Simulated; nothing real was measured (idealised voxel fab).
Process module heading - voxel self aligned vias
Displayed cross-section: cut, width of 230 nm, square cells sized 5 nm.
The cross-sections in this document take the form of a grid made of square cells. They are written out as bands, in order from top to bottom. Each band consists of one or more rows of cells. This entry defines a band. It first specifies the height of the band's top and the height of its bottom in nm, and then specifies the band's materials from left to right, stating each material with its width in nm. The word "edge to edge" identifies a single material that fills the band from edge to edge, while the word "air" identifies empty space. We count height from 0. Below that, the starting wafer is all one material. The lowest band never ends at the bottom but goes on down; see "0 down" for how that is written. So if you see something like "30..40" for the width, read it as the top row of the band sitting at the first number and the bottom row at the second, with every row in between moving by the same amount as the last. "nothing different" -> step changed no cross-section cell. Look at "Voids, fully enclosed" for the closed voids: empty spaces with no open path to the top, sized 8 cells or up. Each is width x height at distance, distance from the left edge, all nm. Anything after a step's settings on that line? It's the simulator's own note about the step. A step line may carry the setting "overlay nm", which, for steps involving a mask, states the distance by which the mask lay to the right of its intended position; negative values denote displacement to the left.
Planned process steps
1 RECEIVE [material Si]
2 CONFORMAL_DEP [material SiO2] [thk nm 10]
3 CONFORMAL_DEP [material SiCN] [thk nm 5]
4 DIRECTIONAL_DEP [material SiO2] [thk nm 25]
5 PATTERN [tone open] [mask id LINES] [material resist] [width nm 20] [pitch nm 55] [thk nm 20] [overlay nm -15]
6 DIRECTIONAL_ETCH [etch materials SiO2] [depth nm 25]
7 STRIP [etch materials resist]
8 CONFORMAL_DEP [material TiN] [thk nm 5]
9 FILL_DEP [material W] [thk nm 5]
10 CMP [height nm 40]
11 SELECTIVE_ETCH [etch materials W Ru TiN] [depth nm 10]
12 FILL_DEP [material SiN] [thk nm 10]
13 CMP [height nm 40]
14 DIRECTIONAL_DEP [material SiO2] [thk nm 20]
15 DIRECTIONAL_DEP [material aC] [thk nm 15]
16 PATTERN [tone open] [mask id VIAS] [material resist] [width nm 40] [pitch nm 55] [thk nm 30] [overlay nm 0]
17 DIRECTIONAL_ETCH [etch materials aC] [depth nm 15]
18 STRIP [etch materials resist]
19 DIRECTIONAL_ETCH [etch materials SiO2] [depth nm 20]
20 DIRECTIONAL_ETCH [etch materials SiN] [depth nm 10]
21 STRIP [etch materials aC]
22 CONFORMAL_DEP [material TiN] [thk nm 5]
23 FILL_DEP [material Ru] [thk nm 5]
24 CMP [height nm 60]
25 CONFORMAL_DEP [material SiCN] [thk nm 5]
Split variable: overlay nm, step 5. Plan value = first wafer. Wafers start alike.
As-received state after step 1, first of several wafers, cross-section
> 0 down | Si edge to edge
> Voids, fully enclosed: none
Cross-section of the first of several wafers once the module has run through its last step, step 25
> 65 to 60 | SiCN edge to edge
> 60 to 45 | SiO2: 65, TiN: 5, Ru: 30, TiN: 5, SiO2: 15, TiN: 5, Ru: 30, TiN: 5, SiO2: 70
> 45 to 40 | SiO2: 65, TiN: 5, Ru: 5, TiN: 30, SiO2: 15, TiN: 5, Ru: 5, TiN: 30, SiO2: 70
> 40 to 35 | SiO2: 60, SiN: 5, TiN: 5, Ru: 5, TiN: 5, SiO2: 35, SiN: 5, TiN: 5, Ru: 5, TiN: 5, SiO2: 95
> 35 to 30 | SiO2: 60, SiN: 5, TiN: 15, SiO2: 35, SiN: 5, TiN: 15, SiO2: 95
> 30 to 20 | SiO2: 60, TiN: 5, W: 10, TiN: 5, SiO2: 35, TiN: 5, W: 10, TiN: 5, SiO2: 95
> 20 to 15 | SiO2: 60, TiN: 20, SiO2: 35, TiN: 20, SiO2: 95
> 15 to 10 | SiCN edge to edge
> 10 to 0 | SiO2 edge to edge
> 0 down | Si edge to edge
> Voids, fully enclosed: none
Cross-section of the final wafer among several, taken at the end of the module
> 65 to 60 | SiCN edge to edge
> 60 to 45 | SiO2: 65, TiN: 5, Ru: 30, TiN: 5, SiO2: 15, TiN: 5, Ru: 30, TiN: 5, SiO2: 70
> 45 to 40 | SiO2: 65, TiN: 30, Ru: 5, TiN: 5, SiO2: 15, TiN: 30, Ru: 5, TiN: 5, SiO2: 70
> 40 to 35 | SiO2: 90, TiN: 5, Ru: 5, TiN: 5, SiN: 5, SiO2: 35, TiN: 5, Ru: 5, TiN: 5, SiN: 5, SiO2: 65
> 35 to 30 | SiO2: 90, TiN: 15, SiN: 5, SiO2: 35, TiN: 15, SiN: 5, SiO2: 65
> 30 to 20 | SiO2: 90, TiN: 5, W: 10, TiN: 5, SiO2: 35, TiN: 5, W: 10, TiN: 5, SiO2: 65
> 20 to 15 | SiO2: 90, TiN: 20, SiO2: 35, TiN: 20, SiO2: 65
> 15 to 10 | SiCN edge to edge
> 10 to 0 | SiO2 edge to edge
> 0 down | Si edge to edge
> Voids, fully enclosed: none
Where each wafer stands at the end of the module, a row apiece: cells of each material gained (+) or lost (-) since it was received, then closed voids
overlay nm -15; +40 Ru; +92 SiCN; +4 SiN; +402 SiO2; +52 TiN; +8 W; Voids, fully enclosed: none
overlay nm -10; +44 Ru; +92 SiCN; +402 SiO2; +52 TiN; +8 W; Voids, fully enclosed: none
overlay nm -5; +44 Ru; +92 SiCN; +402 SiO2; +52 TiN; +8 W; Voids, fully enclosed: none
overlay nm 0; +44 Ru; +92 SiCN; +402 SiO2; +52 TiN; +8 W; Voids, fully enclosed: none
overlay nm 5; +44 Ru; +92 SiCN; +402 SiO2; +52 TiN; +8 W; Voids, fully enclosed: none
overlay nm 10; +44 Ru; +92 SiCN; +402 SiO2; +52 TiN; +8 W; Voids, fully enclosed: none
overlay nm 15; +40 Ru; +92 SiCN; +4 SiN; +402 SiO2; +52 TiN; +8 W; Voids, fully enclosed: none
